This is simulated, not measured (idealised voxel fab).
Process module under the name voxel quadruple lines
Section shown: cut. Width: 290 nm. Cell size: 5 nm, square.
We lay out every cross-section as a grid of square cells and spell it out in bands from the top down, where one band means one or more rows of cells. What a band's entry tells you: where the top is and where the bottom is, as heights in nm, and after that what lies inside, material by material from left to right, each with its width in nm. Empty space is written as the word "empty", and a single material marked with the word "edge to edge" occupies the band from edge to edge. Beneath 0, the wafer as received is one material, and that level is where height counting begins. The lowest band goes on downward without a bottom; it is written like "0..down". Graded width ("30->40"): value in top row of band = first number; value in bottom row = second number; row-to-row change constant. The cross-section has no changed cell in any step marked "stayed the same". Enclosed voids (no open way to top), threshold 8 cells or more, entry "Enclosed void entries", notation width x height at distance, distance from left edge, nm. On a step's line, text after the settings is the simulator commenting on that step. overlay nm: where the mask lay relative to plan, measured to the right, on steps with a mask; negatives go left.
## Here's what the planned process steps look like
1,RECEIVE with material Si
2,CONFORMAL_DEP with material SiO2, thk nm 10
3,DIRECTIONAL_DEP with material TiN, thk nm 15
4,DIRECTIONAL_DEP with material polySi, thk nm 20
5,DIRECTIONAL_DEP with material aC, thk nm 20
6,PATTERN with tone cover, mask id MANDREL, material resist, width nm 35, thk nm 25, overlay nm 0
7,DIRECTIONAL_ETCH with etch materials aC, depth nm 20
8,STRIP with etch materials resist
9,CONFORMAL_DEP with material SiO2, thk nm 15
10,DIRECTIONAL_ETCH with etch materials SiO2, depth nm 15
11,STRIP with etch materials aC
12,DIRECTIONAL_ETCH with etch materials polySi, depth nm 20
13,STRIP with etch materials SiO2
14,CONFORMAL_DEP with material SiN, thk nm 10
15,DIRECTIONAL_ETCH with etch materials SiN, depth nm 10
16,STRIP with etch materials polySi
17,DIRECTIONAL_ETCH with etch materials TiN, depth nm 15
18,STRIP with etch materials SiN
19,FILL_DEP with material lowk, thk nm 10
20,CMP with height nm 25
## Cross-section: wafer on arrival = after step 1
	0..down = Si edge to edge
	Enclosed void entries: none
## Final cross-section, module run with one mistake (start and plan as above)
	25..10 = lowk=105, TiN=10, lowk=15, TiN=10, lowk=5, TiN=10, lowk=15, TiN=10, lowk=110
	10..0 = SiO2 edge to edge
	0..down = Si edge to edge
	Enclosed void entries: none
It is concluded that the wafer was processed incorrectly with respect to the plan, in that in deviation from the planned setting, step 6 was conducted as PATTERN with tone cover, mask id MANDREL, material resist, width nm 25, thk nm 25, overlay nm 0
